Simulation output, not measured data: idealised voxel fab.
process module | voxel fin reveal
cross-section cut | 160 nm wide | cells 5 nm
A cross-section is a grid of square cells, given in bands from the top down. A band is one or more rows of cells.
Each band's line starts with the height of the band's top and of its bottom, in nm. Then come its materials from left to right, each with its width in nm. One material with "throughout" fills the band from edge to edge. "air" is empty space.
Height 0 is the level under which the wafer as received is all one material. The lowest band goes on downwards, as in "0 down".
A width such as "30 to 40" changes by the same amount from each row of cells to the next, from the band's top row to its bottom row.
"no change" after a step means that no cell of the cross-section changed.
closed voids: empty space of 8 cells or more with no open way to the top, each as width x height at its distance from the left edge, in nm
after a step's settings: what the simulator itself notes on the step
overlay nm, on a step with a mask: how far to the right of its planned place the mask lay; to the left if negative
plan
1 op RECEIVE | material Si
2 op CONFORMAL_DEP | material SiN | thk nm 5
3 op DIRECTIONAL_DEP | material aC | thk nm 15
4 op PATTERN | tone cover | mask id FINS | material resist | width nm 15 | pitch nm 35 | thk nm 35 | overlay nm 0
5 op DIRECTIONAL_ETCH | etch materials aC | depth nm 15
6 op STRIP | etch materials resist
7 op DIRECTIONAL_ETCH | etch materials SiN | depth nm 5
8 op DIRECTIONAL_ETCH | etch materials Si | depth nm 30
9 op STRIP | etch materials aC
10 op OXIDIZE | depth nm 5
11 op FILL_DEP | material SiO2 | thk nm 10
12 op CMP | height nm 5
13 op SELECTIVE_ETCH | etch materials SiO2 | depth nm 15
14 op STRIP | etch materials SiN
15 op CONFORMAL_DEP | material SiO2 | thk nm 5
first wafer, as planned
as received, after step 1
  0 down: Si throughout
  closed voids: none
after step 2
  5 to 0: SiN throughout
  below 0: unchanged
after step 3
  20 to 5: aC throughout
  below 5: unchanged
after step 4
  55 to 20: air 20 | resist 15 | air 20 | resist 15 | air 20 | resist 15 | air 20 | resist 15 | air 20
  below 20: unchanged
after step 5
  40 to 20: air 20 | resist 15 | air 20 | resist 15 | air 20 | resist 15 | air 20 | resist 15 | air 20
  20 to 5: air 20 | aC 15 | air 20 | aC 15 | air 20 | aC 15 | air 20 | aC 15 | air 20
  below 5: unchanged
after step 6
  20 to 5: air 20 | aC 15 | air 20 | aC 15 | air 20 | aC 15 | air 20 | aC 15 | air 20
  below 5: unchanged
after step 7
  20 to 5: air 20 | aC 15 | air 20 | aC 15 | air 20 | aC 15 | air 20 | aC 15 | air 20
  5 to 0: air 20 | SiN 15 | air 20 | SiN 15 | air 20 | SiN 15 | air 20 | SiN 15 | air 20
  below 0: unchanged
after step 8
  20 to 5: air 20 | aC 15 | air 20 | aC 15 | air 20 | aC 15 | air 20 | aC 15 | air 20
  5 to 0: air 20 | SiN 15 | air 20 | SiN 15 | air 20 | SiN 15 | air 20 | SiN 15 | air 20
  0 to -30: air 20 | Si 15 | air 20 | Si 15 | air 20 | Si 15 | air 20 | Si 15 | air 20
  below -30: unchanged
after step 9
  5 to 0: air 20 | SiN 15 | air 20 | SiN 15 | air 20 | SiN 15 | air 20 | SiN 15 | air 20
  below 0: unchanged
after step 10
  5 to 0: air 20 | SiN 15 | air 20 | SiN 15 | air 20 | SiN 15 | air 20 | SiN 15 | air 20
  0 to -30: air 20 | SiO2 5 | Si 5 | SiO2 5 | air 20 | SiO2 5 | Si 5 | SiO2 5 | air 20 | SiO2 5 | Si 5 | SiO2 5 | air 20 | SiO2 5 | Si 5 | SiO2 5 | air 20
  -30 to -35: SiO2 25 | Si 5 | SiO2 30 | Si 5 | SiO2 30 | Si 5 | SiO2 30 | Si 5 | SiO2 25
  below -35: unchanged
after step 11
  15 to 5: SiO2 throughout
  5 to 0: SiO2 20 | SiN 15 | SiO2 20 | SiN 15 | SiO2 20 | SiN 15 | SiO2 20 | SiN 15 | SiO2 20
  0 to -35: SiO2 25 | Si 5 | SiO2 30 | Si 5 | SiO2 30 | Si 5 | SiO2 30 | Si 5 | SiO2 25
  below -35: unchanged
after step 12
  5 to 0: SiO2 20 | SiN 15 | SiO2 20 | SiN 15 | SiO2 20 | SiN 15 | SiO2 20 | SiN 15 | SiO2 20
  below 0: unchanged
after step 13
  5 to 0: air 20 | SiN 15 | air 20 | SiN 15 | air 20 | SiN 15 | air 20 | SiN 15 | air 20
  0 to -10: air 25 | Si 5 | air 30 | Si 5 | air 30 | Si 5 | air 30 | Si 5 | air 25
  below -10: unchanged
after step 14
  0 to -10: air 25 | Si 5 | air 30 | Si 5 | air 30 | Si 5 | air 30 | Si 5 | air 25
  below -10: unchanged
after step 15
  5 to 0: air 20 | SiO2 15 | air 20 | SiO2 15 | air 20 | SiO2 15 | air 20 | SiO2 15 | air 20
  0 to -5: air 20 | SiO2 5 | Si 5 | SiO2 5 | air 20 | SiO2 5 | Si 5 | SiO2 5 | air 20 | SiO2 5 | Si 5 | SiO2 5 | air 20 | SiO2 5 | Si 5 | SiO2 5 | air 20
  -5 to -35: SiO2 25 | Si 5 | SiO2 30 | Si 5 | SiO2 30 | Si 5 | SiO2 30 | Si 5 | SiO2 25
  below -35: unchanged
second wafer: like start, like plan, one mistake. Through step 12 it matches the first wafer
when step 13 should have ended
  5 to 0: SiO2 20 | air 15 | SiO2 20 | air 15 | SiO2 20 | air 15 | SiO2 20 | air 15 | SiO2 20
  below 0: unchanged
when step 14 should have ended
  0 to -10: air 25 | Si 5 | air 30 | Si 5 | air 30 | Si 5 | air 30 | Si 5 | air 25
  -10 to -15: SiO2 5 | air 20 | Si 5 | air 30 | Si 5 | air 30 | Si 5 | air 30 | Si 5 | air 20 | SiO2 5
  below -15: unchanged
when step 15 should have ended
  5 to 0: air 20 | SiO2 15 | air 20 | SiO2 15 | air 20 | SiO2 15 | air 20 | SiO2 15 | air 20
  0 to -5: air 20 | SiO2 5 | Si 5 | SiO2 5 | air 20 | SiO2 5 | Si 5 | SiO2 5 | air 20 | SiO2 5 | Si 5 | SiO2 5 | air 20 | SiO2 5 | Si 5 | SiO2 5 | air 20
  -5 to -10: SiO2 10 | air 10 | SiO2 5 | Si 5 | SiO2 5 | air 20 | SiO2 5 | Si 5 | SiO2 5 | air 20 | SiO2 5 | Si 5 | SiO2 5 | air 20 | SiO2 5 | Si 5 | SiO2 5 | air 10 | SiO2 10
  -10 to -35: SiO2 25 | Si 5 | SiO2 30 | Si 5 | SiO2 30 | Si 5 | SiO2 30 | Si 5 | SiO2 25
  below -35: unchanged
what went wrong: steps 13 and 14 were swapped
at the end the second wafer has, in cells: 16 fewer of SiO2
